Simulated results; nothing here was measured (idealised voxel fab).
The process module presented herein is designated voxel transistor to metal.
FYI the section here is cut, 140 nm wide, cells are 5 nm squares.
The cross-sections in this document take the form of a grid made of square cells. They are written out as bands, in order from top to bottom. Each band consists of one or more rows of cells. Band: top height; bottom height; in nm. Then, left to right: material with width in nm, for each material. "edge to edge": a single material spanning edge to edge. "blank": empty space. The reference from which all heights are counted is 0, the level beneath which the as-received wafer is entirely one material; the lowest band, having no lower bound, proceeds downward and is written after the example "0 down". Graded width ("30 to 40"): value in top row of band = first number; value in bottom row = second number; row-to-row change constant. "nothing changed" after a step means that no cell of the cross-section changed. "Trapped void list" specifies each empty space that is not open to the top and that occupies no fewer than 8 cells, using the form width x height at distance, the distance measured from the left edge and all three quantities in nm. On each step's line, the part that comes after the settings is the simulator's own comment on the step. The "overlay nm" setting may appear on a step's line; for a step that uses a mask, it gives how far to the right of its planned position the mask lay, and a negative value indicates the left.

-- So here's the lineup of process steps we planned
1: RECEIVE with material Si
2: CONFORMAL_DEP with material SiO2, thk nm 5
3: CONFORMAL_DEP with material SiN, thk nm 15
4: PATTERN with tone cover, mask id ACTIVE, material resist, width nm 105, thk nm 20, overlay nm 0
5: DIRECTIONAL_ETCH with etch materials SiN, depth nm 15
6: DIRECTIONAL_ETCH with etch materials SiO2, depth nm 5
7: DIRECTIONAL_ETCH with etch materials Si, depth nm 30
8: STRIP with etch materials resist
9: FILL_DEP with material SiO2, thk nm 5
10: CMP with height nm 20
11: SELECTIVE_ETCH with etch materials SiO2, depth nm 5
12: STRIP with etch materials SiN
13: SELECTIVE_ETCH with etch materials SiO2, depth nm 5
14: OXIDIZE with depth nm 5
15: DIRECTIONAL_DEP with material polySi, thk nm 25
16: DIRECTIONAL_DEP with material SiCN, thk nm 10
17: DIRECTIONAL_DEP with material aC, thk nm 15
18: PATTERN with tone cover, mask id GATE, material resist, width nm 15, thk nm 30, overlay nm 0
19: DIRECTIONAL_ETCH with etch materials aC, depth nm 15
20: STRIP with etch materials resist
21: DIRECTIONAL_ETCH with etch materials SiCN, depth nm 20
22: DIRECTIONAL_ETCH with etch materials polySi, depth nm 35
23: STRIP with etch materials aC
24: CONFORMAL_DEP with material SiN, thk nm 10
25: DIRECTIONAL_ETCH with etch materials SiN, depth nm 10
26: DIRECTIONAL_ETCH with etch materials SiO2, depth nm 5
27: EPI with material pSi, thk nm 5
28: FILL_DEP with material SiO2, thk nm 5
29: CMP with height nm 35
30: DIRECTIONAL_DEP with material SiO2, thk nm 10
31: DIRECTIONAL_DEP with material aC, thk nm 15
32: PATTERN with tone open, mask id CONTACT, material resist, width nm 15, pitch nm 65, thk nm 30, overlay nm 0
33: DIRECTIONAL_ETCH with etch materials aC, depth nm 15
34: STRIP with etch materials resist
35: DIRECTIONAL_ETCH with etch materials SiO2, depth nm 45
36: STRIP with etch materials aC
37: CONFORMAL_DEP with material TiN, thk nm 5
38: FILL_DEP with material W, thk nm 5
39: CMP with height nm 45
40: DIRECTIONAL_DEP with material TiN, thk nm 5
41: DIRECTIONAL_DEP with material W, thk nm 20
42: MASKED_ETCH with tone cover, mask id METAL_1, width nm 20, pitch nm 65, etch materials W, depth nm 20, overlay nm 0
43: MASKED_ETCH with tone cover, mask id METAL_1, width nm 20, pitch nm 65, etch materials TiN, depth nm 5, overlay nm 0
44: CONFORMAL_DEP with material SiCN, thk nm 5
45: FILL_DEP with material SiO2, thk nm 10
46: CMP with height nm 70
47: CONFORMAL_DEP with material SiCN, thk nm 5
Heads up: all these wafers start the same, and what changes between them is the width nm in step 32. The value you see in the plan is just what the first wafer got.

-- Cross-section of the first of several received wafers, showing its state after step 1
* 0 down  Si edge to edge
* Trapped void list: none

-- Quick look at the cross-section of the first of several wafers after step 47, which wraps up the module
* 75 to 70  SiCN edge to edge
* 70 to 50  20 SiO2, 5 SiCN, 20 W, 5 SiCN, 35 SiO2, 5 SiCN, 20 W, 5 SiCN, 25 SiO2
* 50 to 45  25 SiCN, 20 TiN, 45 SiCN, 20 TiN, 30 SiCN
* 45 to 35  30 SiO2, 5 TiN, 5 W, 5 TiN, 50 SiO2, 5 TiN, 5 W, 5 TiN, 30 SiO2
* 35 to 25  30 SiO2, 5 TiN, 5 W, 5 TiN, 5 SiO2, 10 SiN, 15 SiCN, 10 SiN, 10 SiO2, 5 TiN, 5 W, 5 TiN, 30 SiO2
* 25 to 10  30 SiO2, 5 TiN, 5 W, 5 TiN, 5 SiO2, 10 SiN, 15 polySi, 10 SiN, 10 SiO2, 5 TiN, 5 W, 5 TiN, 30 SiO2
* 10 to 5  10 SiO2, 10 SiN, 10 SiO2, 5 TiN, 5 W, 5 TiN, 5 SiO2, 10 SiN, 15 polySi, 10 SiN, 10 SiO2, 5 TiN, 5 W, 5 TiN, 5 SiO2, 10 SiN, 15 SiO2
* 5 to 0  10 SiO2, 10 SiN, 10 SiO2, 15 TiN, 5 SiO2, 10 SiN, 15 polySi, 10 SiN, 10 SiO2, 15 TiN, 5 SiO2, 10 SiN, 15 SiO2
* 0 to -5  20 SiO2, 30 pSi, 35 SiO2, 30 pSi, 25 SiO2
* -5 to -30  15 SiO2, 105 Si, 20 SiO2
* -30 down  Si edge to edge
* Trapped void list: none

-- Cross-sectional view, end of module, last wafer of several
* 75 to 70  SiCN edge to edge
* 70 to 50  20 SiO2, 5 SiCN, 20 W, 5 SiCN, 35 SiO2, 5 SiCN, 20 W, 5 SiCN, 25 SiO2
* 50 to 45  25 SiCN, 20 TiN, 45 SiCN, 20 TiN, 30 SiCN
* 45 to 35  20 SiO2, 5 TiN, 25 to 20 W, 5 to 10 TiN, 30 SiO2, 5 TiN, 25 W, 5 TiN, 20 SiO2
* 35 to 25  20 SiO2, 5 TiN, 20 W, 5 TiN, 10 SiN, 15 SiCN, 10 SiN, 5 TiN, 25 W, 5 TiN, 20 SiO2
* 25 to 15  20 SiO2, 5 TiN, 20 W, 5 TiN, 10 SiN, 15 polySi, 10 SiN, 5 TiN, 25 W, 5 TiN, 20 SiO2
* 15 to 10  20 SiO2, 5 TiN, 20 W, 5 TiN, 10 SiN, 15 polySi, 10 SiN, 5 TiN, 20 W, 10 TiN, 20 SiO2
* 10 to 5  10 SiO2, 10 SiN, 5 TiN, 20 W, 5 TiN, 10 SiN, 15 polySi, 10 SiN, 5 TiN, 20 W, 5 TiN, 10 SiN, 15 SiO2
* 5 to 0  10 SiO2, 10 SiN, 30 TiN, 10 SiN, 15 polySi, 10 SiN, 30 TiN, 10 SiN, 15 SiO2
* 0 to -5  20 SiO2, 30 pSi, 35 SiO2, 30 pSi, 25 SiO2
* -5 to -30  15 SiO2, 105 Si, 20 SiO2
* -30 down  Si edge to edge
* Trapped void list: none

-- Table: wafers, a row each; end-of-module cell change per material since receipt, gain (+), loss (-); then closed voids
width nm 15 | -63 Si | +70 SiCN | +36 SiN | +256 SiO2 | +46 TiN | +48 W | +12 pSi | +15 polySi | Trapped void list: none
width nm 20 | -63 Si | +70 SiCN | +36 SiN | +238 SiO2 | +48 TiN | +64 W | +12 pSi | +15 polySi | Trapped void list: none
width nm 25 | -63 Si | +70 SiCN | +36 SiN | +220 SiO2 | +50 TiN | +80 W | +12 pSi | +15 polySi | Trapped void list: none
width nm 30 | -63 Si | +70 SiCN | +36 SiN | +202 SiO2 | +52 TiN | +96 W | +12 pSi | +15 polySi | Trapped void list: none
width nm 35 | -63 Si | +70 SiCN | +36 SiN | +193 SiO2 | +54 TiN | +103 W | +12 pSi | +15 polySi | Trapped void list: none
